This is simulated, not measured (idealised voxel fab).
voxel self aligned contacts: a process module
cross-section cut | 200 nm wide | cells 5 nm
Heads up, the way a cross-section reads in here is a grid of square cells, handed over as bands from the top down, with every band being one or more rows of cells. Look at the band entry: it leads with the top's height and the bottom's height in nm. Then it lists the materials left to right, with a width in nm for each. The word "edge to edge" on a single material says that material fills the band edge to edge. The word "air" is empty space. Counting heights begins at 0, where everything beneath is, in the wafer as received, one material. The lowest band has no bottom; it goes on downwards, as "0 -> down" shows. Width "30->40": first value at the band's top row of cells, second value at its bottom row, equal change from row to row. A step reported as "no modification" is a step in which no cell of the cross-section changed. Any empty space of 8 cells or more lacking an open way to the top shows up in "Enclosed void inventory" as width x height at distance, distance from the left edge, in nm. Anything after a step's settings on that line? It's the simulator's own note about the step. overlay nm: right-of-plan distance of the mask on a masked step; negative values mean left-of-plan.
Process steps (planned):
step 1: RECEIVE (material Si)
step 2: CONFORMAL_DEP (material SiO2; thk nm 5)
step 3: DIRECTIONAL_DEP (material polySi; thk nm 25)
step 4: DIRECTIONAL_DEP (material SiN; thk nm 20)
step 5: DIRECTIONAL_DEP (material aC; thk nm 15)
step 6: PATTERN (tone cover; mask id GATE; material resist; width nm 35; pitch nm 70; thk nm 35; overlay nm 0)
step 7: DIRECTIONAL_ETCH (etch materials aC; depth nm 15)
step 8: STRIP (etch materials resist)
step 9: DIRECTIONAL_ETCH (etch materials SiN; depth nm 20)
step 10: DIRECTIONAL_ETCH (etch materials polySi; depth nm 25)
step 11: STRIP (etch materials aC)
step 12: CONFORMAL_DEP (material SiN; thk nm 10)
step 13: DIRECTIONAL_ETCH (etch materials SiN; depth nm 10)
step 14: FILL_DEP (material SiO2; thk nm 10)
step 15: CMP (height nm 55)
step 16: PATTERN (tone open; mask id CONTACT; material resist; width nm 55; thk nm 15; overlay nm 0)
step 17: DIRECTIONAL_ETCH (etch materials SiO2; depth nm 55)
step 18: STRIP (etch materials resist)
step 19: CONFORMAL_DEP (material TiN; thk nm 5)
step 20: FILL_DEP (material W; thk nm 5)
step 21: CMP (height nm 55)
step 22: CONFORMAL_DEP (material SiN; thk nm 5)
Delivered wafer in cross-section: state after step 1:
* 0 -> down  Si edge to edge
* Enclosed void inventory: none
Final cross-section, module run with one mistake (start and plan as above):
* 60 -> 55  SiN edge to edge
* 55 -> 50  SiO2 70 | TiN 25 | W 5 | TiN 25 | SiO2 75
* 50 -> 30  SiO2 35 | SiN 55 | TiN 5 | W 5 | TiN 5 | SiN 55 | SiO2 40
* 30 -> 20  SiO2 35 | SiN 10 | polySi 35 | SiN 10 | TiN 5 | W 5 | TiN 5 | SiN 10 | polySi 35 | SiN 10 | SiO2 40
* 20 -> 15  SiO2 35 | SiN 10 | polySi 35 | SiN 10 | TiN 15 | SiN 10 | polySi 35 | SiN 10 | SiO2 40
* 15 -> 5  polySi edge to edge
* 5 -> 0  SiO2 edge to edge
* 0 -> down  Si edge to edge
* Enclosed void inventory: none
Deviation noted in wafer processing: note that step 10 departed from the planned setting and was carried out as DIRECTIONAL_ETCH (etch materials polySi; depth nm 15)
